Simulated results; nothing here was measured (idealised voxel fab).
Process module in this document: voxel transistor to metal
We display cut, a cross-section 150 nm in width whose square cells are each 5 nm.
Throughout this document, each cross-section is represented as a grid of square cells and is presented as a sequence of bands enumerated from the top downward, where a band comprises one or more rows of cells.
Basically the band line says how high the top is and how high the bottom is, in nm, and then what's in it from left to right, every material with its width in nm. Empty space shows up as "blank", and if a single material carries "everywhere" it runs the full band edge to edge.
Height 0 is the level under which the wafer as received is all one material. The lowest band goes on downwards, as in "0 and below".
Note: "30->40" means the width goes from the first number (top row of the band) to the second number (bottom row) in equal steps per row of cells.
Any step labelled "all unchanged" changed none of the cells in the cross-section.
Heads up: "Sealed internal voids" only lists the empty pockets with no open path to the top that are 8 cells or more, and it writes them as width x height at distance, distance from the left edge, in nm.
On each step's line, the part that comes after the settings is the simulator's own comment on the step.
overlay nm: where the mask lay relative to plan, measured to the right, on steps with a mask; negatives go left.

Steps planned for the process
1) RECEIVE | material Si
2) OXIDIZE | depth nm 5
3) CONFORMAL_DEP | material SiN | thk nm 15
4) DIRECTIONAL_DEP | material aC | thk nm 15
5) PATTERN | tone cover | mask id ACTIVE | material resist | width nm 110 | thk nm 30 | overlay nm 0
6) DIRECTIONAL_ETCH | etch materials aC | depth nm 15
7) STRIP | etch materials resist
8) DIRECTIONAL_ETCH | etch materials SiN | depth nm 15
9) DIRECTIONAL_ETCH | etch materials SiO2 | depth nm 5
10) DIRECTIONAL_ETCH | etch materials Si | depth nm 20
11) STRIP | etch materials aC
12) OXIDIZE | depth nm 5
13) FILL_DEP | material SiO2 | thk nm 10
14) CMP | height nm 15
15) SELECTIVE_ETCH | etch materials SiO2 | depth nm 5
16) STRIP | etch materials SiN
17) SELECTIVE_ETCH | etch materials SiO2 | depth nm 5
18) OXIDIZE | depth nm 5
19) DIRECTIONAL_DEP | material polySi | thk nm 20
20) DIRECTIONAL_DEP | material SiCN | thk nm 10
21) DIRECTIONAL_DEP | material aC | thk nm 15
22) PATTERN | tone cover | mask id GATE | material resist | width nm 30 | thk nm 35 | overlay nm 0
23) DIRECTIONAL_ETCH | etch materials aC | depth nm 15
24) STRIP | etch materials resist
25) DIRECTIONAL_ETCH | etch materials SiCN | depth nm 20
26) DIRECTIONAL_ETCH | etch materials polySi | depth nm 30
27) STRIP | etch materials aC
28) CONFORMAL_DEP | material SiO2 | thk nm 5
29) DIRECTIONAL_ETCH | etch materials SiO2 | depth nm 5
30) CONFORMAL_DEP | material SiN | thk nm 5
31) DIRECTIONAL_ETCH | etch materials SiN | depth nm 5
32) DIRECTIONAL_ETCH | etch materials SiO2 | depth nm 5
33) DIRECTIONAL_ETCH | etch materials Si | depth nm 15
34) EPI | material SiGe | thk nm 15
35) FILL_DEP | material SiO2 | thk nm 5
36) CMP | height nm 15
37) STRIP | etch materials polySi
38) SELECTIVE_ETCH | etch materials SiO2 | depth nm 5
39) CONFORMAL_DEP | material HfO2 | thk nm 5
40) CONFORMAL_DEP | material TiN | thk nm 5
41) FILL_DEP | material W | thk nm 5
42) CMP | height nm 10
43) DIRECTIONAL_DEP | material SiO2 | thk nm 15
44) PATTERN | tone open | mask id CONTACT | material resist | width nm 15 | pitch nm 85 | thk nm 20 | overlay nm 0
45) DIRECTIONAL_ETCH | etch materials SiO2 | depth nm 35
46) STRIP | etch materials resist
47) CONFORMAL_DEP | material TiN | thk nm 5
48) FILL_DEP | material W | thk nm 10
49) CMP | height nm 25
50) CONFORMAL_DEP | material SiN | thk nm 5
51) DIRECTIONAL_DEP | material SiO2 | thk nm 25
52) PATTERN | tone open | mask id METAL_1 | material resist | width nm 15 | pitch nm 85 | thk nm 15 | overlay nm 0
53) DIRECTIONAL_ETCH | etch materials SiO2 | depth nm 25
54) DIRECTIONAL_ETCH | etch materials SiN | depth nm 5
55) STRIP | etch materials resist
56) CONFORMAL_DEP | material TiN | thk nm 5
57) FILL_DEP | material Cu | thk nm 10
58) CMP | height nm 55
59) EPI | material Ru | thk nm 5
60) FILL_DEP | material SiCN | thk nm 5
61) DIRECTIONAL_DEP | material lowk | thk nm 35
62) DIRECTIONAL_DEP | material aC | thk nm 10
63) PATTERN | tone open | mask id METAL_2 | material resist | width nm 15 | pitch nm 85 | thk nm 25 | overlay nm 0
64) DIRECTIONAL_ETCH | etch materials aC | depth nm 10
65) STRIP | etch materials resist
66) DIRECTIONAL_ETCH | etch materials lowk | depth nm 20
67) STRIP | etch materials aC
68) DIRECTIONAL_DEP | material aC | thk nm 15
69) PATTERN | tone open | mask id METAL_2_HOLES | material resist | width nm 15 | pitch nm 85 | thk nm 35 | overlay nm 0
70) DIRECTIONAL_ETCH | etch materials aC | depth nm 15
71) STRIP | etch materials resist
72) DIRECTIONAL_ETCH | etch materials lowk | depth nm 15
73) DIRECTIONAL_ETCH | etch materials SiCN | depth nm 5
74) STRIP | etch materials aC
75) CONFORMAL_DEP | material TiN | thk nm 5
76) FILL_DEP | material Cu | thk nm 5
77) CMP | height nm 100
78) CONFORMAL_DEP | material SiCN | thk nm 5

As-received wafer cross-section (after step 1)
	0 and below: Si everywhere
	Sealed internal voids: none

Run as planned - first of the two wafers cross-sectioned at the end of the module
	105 down to 100: SiCN everywhere
	100 down to 65: lowk 25 nm, then TiN 5 nm, then Cu 5 nm, then TiN 5 nm, then lowk 70 nm, then TiN 5 nm, then Cu 5 nm, then TiN 5 nm, then lowk 25 nm
	65 down to 60: SiCN 25 nm, then TiN 15 nm, then SiCN 70 nm, then TiN 15 nm, then SiCN 25 nm
	60 down to 55: SiCN 20 nm, then Ru 25 nm, then SiCN 60 nm, then Ru 25 nm, then SiCN 20 nm
	55 down to 30: SiO2 25 nm, then TiN 5 nm, then Cu 5 nm, then TiN 5 nm, then SiO2 70 nm, then TiN 5 nm, then Cu 5 nm, then TiN 5 nm, then SiO2 25 nm
	30 down to 25: SiN 25 nm, then TiN 15 nm, then SiN 70 nm, then TiN 15 nm, then SiN 25 nm
	25 down to 10: SiO2 25 nm, then TiN 5 nm, then W 5 nm, then TiN 5 nm, then SiO2 70 nm, then TiN 5 nm, then W 5 nm, then TiN 5 nm, then SiO2 25 nm
	10 down to 5: SiO2 25 nm, then TiN 15 nm, then SiO2 10 nm, then SiN 5 nm, then HfO2 5 nm, then TiN 5 nm, then W 20 nm, then TiN 5 nm, then HfO2 5 nm, then SiN 5 nm, then SiO2 10 nm, then TiN 15 nm, then SiO2 25 nm
	5 down to 0: SiO2 20 nm, then SiN 5 nm, then TiN 10 nm, then SiGe 15 nm, then SiN 5 nm, then HfO2 5 nm, then TiN 5 nm, then W 20 nm, then TiN 5 nm, then HfO2 5 nm, then SiN 5 nm, then SiGe 15 nm, then TiN 10 nm, then SiN 5 nm, then SiO2 20 nm
	0 down to -5: SiO2 20 nm, then SiN 5 nm, then TiN 10 nm, then SiGe 15 nm, then SiN 5 nm, then HfO2 5 nm, then TiN 30 nm, then HfO2 5 nm, then SiN 5 nm, then SiGe 15 nm, then TiN 10 nm, then SiN 5 nm, then SiO2 20 nm
	-5 down to -10: SiO2 25 nm, then TiN 10 nm, then SiGe 15 nm, then SiO2 5 nm, then HfO2 40 nm, then SiO2 5 nm, then SiGe 15 nm, then TiN 10 nm, then SiO2 25 nm
	-10 down to -25: SiO2 25 nm, then SiGe 25 nm, then Si 50 nm, then SiGe 25 nm, then SiO2 25 nm
	-25 down to -30: SiO2 25 nm, then Si 100 nm, then SiO2 25 nm
	-30 and below: Si everywhere
	Sealed internal voids: none

The second wafer, shown in cross-section after the module: started the same way as the first and given the same plan, yet one mistake crept into how it was run
	105 down to 100: SiCN everywhere
	100 down to 65: lowk 25 nm, then TiN 5 nm, then Cu 5 nm, then TiN 5 nm, then lowk 70 nm, then TiN 5 nm, then Cu 5 nm, then TiN 5 nm, then lowk 25 nm
	65 down to 60: SiCN 25 nm, then TiN 15 nm, then SiCN 70 nm, then TiN 15 nm, then SiCN 25 nm
	60 down to 55: SiCN 20 nm, then Ru 25 nm, then SiCN 60 nm, then Ru 25 nm, then SiCN 20 nm
	55 down to 30: SiO2 25 nm, then TiN 5 nm, then Cu 5 nm, then TiN 5 nm, then SiO2 70 nm, then TiN 5 nm, then Cu 5 nm, then TiN 5 nm, then SiO2 25 nm
	30 down to 25: SiN 25 nm, then TiN 15 nm, then SiN 70 nm, then TiN 15 nm, then SiN 25 nm
	25 down to 10: SiO2 25 nm, then TiN 5 nm, then W 5 nm, then TiN 5 nm, then SiO2 70 nm, then TiN 5 nm, then W 5 nm, then TiN 5 nm, then SiO2 25 nm
	10 down to 5: SiO2 25 nm, then TiN 15 nm, then SiO2 10 nm, then SiN 5 nm, then HfO2 5 nm, then TiN 5 nm, then W 20 nm, then TiN 5 nm, then HfO2 5 nm, then SiN 5 nm, then SiO2 10 nm, then TiN 15 nm, then SiO2 25 nm
	5 down to 0: SiO2 15 nm, then SiN 5 nm, then SiO2 5 nm, then TiN 10 nm, then SiGe 15 nm, then SiN 5 nm, then HfO2 5 nm, then TiN 5 nm, then W 20 nm, then TiN 5 nm, then HfO2 5 nm, then SiN 5 nm, then SiGe 15 nm, then TiN 10 nm, then SiO2 5 nm, then SiN 5 nm, then SiO2 15 nm
	0 down to -5: SiO2 15 nm, then SiN 5 nm, then SiGe 30 nm, then SiN 5 nm, then HfO2 5 nm, then TiN 30 nm, then HfO2 5 nm, then SiN 5 nm, then SiGe 30 nm, then SiN 5 nm, then SiO2 15 nm
	-5 down to -10: SiO2 15 nm, then SiN 5 nm, then SiGe 30 nm, then SiO2 5 nm, then HfO2 40 nm, then SiO2 5 nm, then SiGe 30 nm, then SiN 5 nm, then SiO2 15 nm
	-10 down to -15: SiO2 30 nm, then SiGe 20 nm, then Si 50 nm, then SiGe 20 nm, then SiO2 30 nm
	-15 down to -25: SiO2 25 nm, then Si 5 nm, then SiGe 20 nm, then Si 50 nm, then SiGe 20 nm, then Si 5 nm, then SiO2 25 nm
	-25 down to -30: SiO2 25 nm, then Si 100 nm, then SiO2 25 nm
	-30 and below: Si everywhere
	Sealed internal voids: none
In executing the process, a mistake was made relative to the plan: plan vs actual: 15 and 16 interchanged
Upon completion, the second wafer contains, in terms of cells, a greater or smaller amount of certain materials than the first wafer: +4 Si | +6 SiGe | +2 SiN | -4 SiO2 | -8 TiN
